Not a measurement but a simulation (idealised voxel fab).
Proc. module: voxel gate over fins
Section shown: cut. Width: 280 nm. Cell size: 5 nm, square.
If you're reading a cross-section in this doc, picture square cells in a grid; it comes to you as bands, top ones listed first down to the bottom, and a band can be one or more rows of cells.
First you get the band's top height and its bottom height, in nm, and then the materials it's made of, left to right, with each width in nm. If you see a single material with "all across", that one covers the band edge to edge. "empty" is empty space.
Below 0: as-received wafer, all one material; heights counted from there. Lowest band: no bottom, goes on down, written "0 down".
Per-row width for "30..40": begins at first number (top row of band), ends at second number (bottom row), increment between rows held constant.
Where the words "remains unaltered" appear for a step, the cross-section shows no cell changed by that step; every cell remained as before.
Basically, "Unvented internal voids" tells you about the enclosed voids: empty spaces with no open way to the top, 8 cells or bigger, each written width x height at distance, where distance is from the left edge, all in nm.
Text after the settings on a step's line: the simulator's own remark on that step.
overlay nm, on a step with a mask: how far to the right of its planned place the mask lay; to the left if negative
PLAN
1,RECEIVE, material Si
2,CONFORMAL_DEP, material SiN, thk nm 5
3,DIRECTIONAL_DEP, material aC, thk nm 10
4,PATTERN, tone cover, mask id FINS, material resist, width nm 15, pitch nm 45, thk nm 25, overlay nm 0
5,DIRECTIONAL_ETCH, etch materials aC, depth nm 10
6,STRIP, etch materials resist
7,DIRECTIONAL_ETCH, etch materials SiN, depth nm 5
8,DIRECTIONAL_ETCH, etch materials Si, depth nm 30
9,STRIP, etch materials aC
10,FILL_DEP, material SiO2, thk nm 10
11,CMP, height nm 5
12,SELECTIVE_ETCH, etch materials SiO2, depth nm 20
13,STRIP, etch materials SiN
14,CONFORMAL_DEP, material HfO2, thk nm 5
15,CONFORMAL_DEP, material TiN, thk nm 5
16,CONFORMAL_DEP, material TiAl, thk nm 5
17,CONFORMAL_DEP, material TiN, thk nm 5
18,FILL_DEP, material W, thk nm 10
19,CMP, height nm 25
20,CONFORMAL_DEP, material SiCN, thk nm 10
SO THIS IS THE INCOMING WAFER IN CROSS-SECTION - IT'S ALREADY BEEN THROUGH STEP 1
> 0 down: Si all across
> Unvented internal voids: none
RESULT OF THE MODULE, CROSS-SECTIONED: START PER ABOVE, PLAN PER ABOVE, ONE ERROR IN HOW IT WAS RUN
> 35 to 25: SiCN all across
> 25 to 20: W all across
> 20 to 15: W=45, then TiN=195, then W=40
> 15 to 10: W=45, then TiN=5, then TiAl=185, then TiN=5, then W=40
> 10 to 5: W=45, then TiN=5, then TiAl=5, then TiN=40, then TiAl=5, then TiN=40, then TiAl=5, then TiN=40, then TiAl=5, then TiN=40, then TiAl=5, then TiN=5, then W=40
> 5 to 0: TiN=50, then TiAl=5, then TiN=5, then HfO2=30, then TiN=5, then TiAl=5, then TiN=5, then HfO2=30, then TiN=5, then TiAl=5, then TiN=5, then HfO2=30, then TiN=5, then TiAl=5, then TiN=5, then HfO2=30, then TiN=5, then TiAl=5, then TiN=45
> 0 to -5: TiAl=55, then TiN=5, then HfO2=5, then Si=20, then HfO2=5, then TiN=5, then TiAl=5, then TiN=5, then HfO2=5, then Si=20, then HfO2=5, then TiN=5, then TiAl=5, then TiN=5, then HfO2=5, then Si=20, then HfO2=5, then TiN=5, then TiAl=5, then TiN=5, then HfO2=5, then Si=20, then HfO2=5, then TiN=5, then TiAl=50
> -5 to -10: TiN=60, then HfO2=5, then Si=20, then HfO2=5, then TiN=15, then HfO2=5, then Si=20, then HfO2=5, then TiN=15, then HfO2=5, then Si=20, then HfO2=5, then TiN=15, then HfO2=5, then Si=20, then HfO2=5, then TiN=55
> -10 to -15: HfO2=65, then Si=20, then HfO2=25, then Si=20, then HfO2=25, then Si=20, then HfO2=25, then Si=20, then HfO2=60
> -15 to -30: SiO2=65, then Si=20, then SiO2=25, then Si=20, then SiO2=25, then Si=20, then SiO2=25, then Si=20, then SiO2=60
> -30 down: Si all across
> Unvented internal voids: none
Deviation from plan: note that step 4 departed from the planned setting and was carried out as PATTERN, tone cover, mask id FINS, material resist, width nm 20, pitch nm 45, thk nm 25, overlay nm 0
